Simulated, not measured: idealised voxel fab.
The following process module bears the name voxel gate over fins.
It is cross-section cut that appears here, measuring 175 nm in width, its square cells being 5 nm in size.
A cross-section is a grid of square cells, given in bands from the top down. A band is one or more rows of cells.
Each band's line starts with the height of the band's top and of its bottom, in nm. Then come its materials from left to right, each with its width in nm. One material with "all across" fills the band from edge to edge. "air" is empty space.
Height is counted from the level 0, under which the received wafer is composed throughout of one material. The lowest of the bands is not closed at the bottom but continues downward, in the notation "0..down".
Top row gets the first number, bottom row gets the second, and each row in between changes by the same step: that is how a band width like "30 to 40" works.
For the purposes of this document, the phrase "remains unaltered" attached to a step denotes that no cell within the cross-section was modified by that step.
Empty spaces without an open route to the top, at least 8 cells in extent, make up the entry "Closed void list"; each is given as width x height at distance, where the distance is measured from the left edge, and all are in nm.
Anything after a step's settings on that line? It's the simulator's own note about the step.
A step line may carry the setting "overlay nm", which, for steps involving a mask, states the distance by which the mask lay to the right of its intended position; negative values denote displacement to the left.
So here's the lineup of process steps we planned:
1 RECEIVE [material Si]
2 CONFORMAL_DEP [material SiN] [thk nm 10]
3 MASKED_ETCH [tone cover] [mask id FINS] [width nm 15] [pitch nm 35] [etch materials SiN] [depth nm 10] [overlay nm 0]
4 MASKED_ETCH [tone cover] [mask id FINS] [width nm 15] [pitch nm 35] [etch materials Si] [depth nm 35] [overlay nm 0]
5 OXIDIZE [depth nm 5]
6 FILL_DEP [material SiO2] [thk nm 15]
7 CMP [height nm 10]
8 SELECTIVE_ETCH [etch materials SiO2] [depth nm 20]
9 STRIP [etch materials SiN]
10 CONFORMAL_DEP [material HfO2] [thk nm 5]
11 CONFORMAL_DEP [material TiN] [thk nm 5]
12 FILL_DEP [material W] [thk nm 10]
13 CMP [height nm 15]
14 CONFORMAL_DEP [material SiN] [thk nm 10]
As received (post step 1): cross-section:
0..down  Si all across
Closed void list: none
Module complete - cross-section of the first of two wafers, run according to plan:
25..15  SiN all across
15..10  W all across
10..5  W (20) / TiN (25) / W (10) / TiN (25) / W (10) / TiN (25) / W (10) / TiN (25) / W (25)
5..0  W (20) / TiN (5) / HfO2 (15) / TiN (5) / W (10) / TiN (5) / HfO2 (15) / TiN (5) / W (10) / TiN (5) / HfO2 (15) / TiN (5) / W (10) / TiN (5) / HfO2 (15) / TiN (5) / W (25)
0..-5  TiN (25) / HfO2 (5) / Si (5) / HfO2 (5) / TiN (20) / HfO2 (5) / Si (5) / HfO2 (5) / TiN (20) / HfO2 (5) / Si (5) / HfO2 (5) / TiN (20) / HfO2 (5) / Si (5) / HfO2 (5) / TiN (30)
-5..-10  HfO2 (30) / Si (5) / HfO2 (30) / Si (5) / HfO2 (30) / Si (5) / HfO2 (30) / Si (5) / HfO2 (35)
-10..-40  SiO2 (30) / Si (5) / SiO2 (30) / Si (5) / SiO2 (30) / Si (5) / SiO2 (30) / Si (5) / SiO2 (35)
-40..down  Si all across
Closed void list: none
Second wafer at the end: like start, like plan, one mistake:
25..15  SiN all across
15..10  W all across
10..5  W (10) / TiN (25) / W (10) / TiN (25) / W (10) / TiN (25) / W (10) / TiN (25) / W (35)
5..0  W (10) / TiN (5) / HfO2 (15) / TiN (20) / HfO2 (15) / TiN (20) / HfO2 (15) / TiN (20) / HfO2 (15) / TiN (15) / W (25)
0..-5  TiN (15) / HfO2 (5) / Si (5) / HfO2 (15) / TiN (10) / HfO2 (5) / Si (5) / HfO2 (15) / TiN (10) / HfO2 (5) / Si (5) / HfO2 (15) / TiN (10) / HfO2 (5) / Si (5) / HfO2 (15) / TiN (30)
-5..-10  HfO2 (20) / Si (15) / HfO2 (20) / Si (15) / HfO2 (20) / Si (15) / HfO2 (20) / Si (15) / HfO2 (35)
-10..-40  SiO2 (20) / Si (15) / SiO2 (20) / Si (15) / SiO2 (20) / Si (15) / SiO2 (20) / Si (15) / SiO2 (35)
-40..down  Si all across
Closed void list: none
What went wrong in running the wafer? off-plan run, step 3, actual operation and settings MASKED_ETCH [tone cover] [mask id FINS] [width nm 15] [pitch nm 35] [etch materials SiN] [depth nm 10] [overlay nm -10]
Count the cells at the end and the second wafer has more or fewer of some materials than the first: Si +56, SiO2 -48, W -8
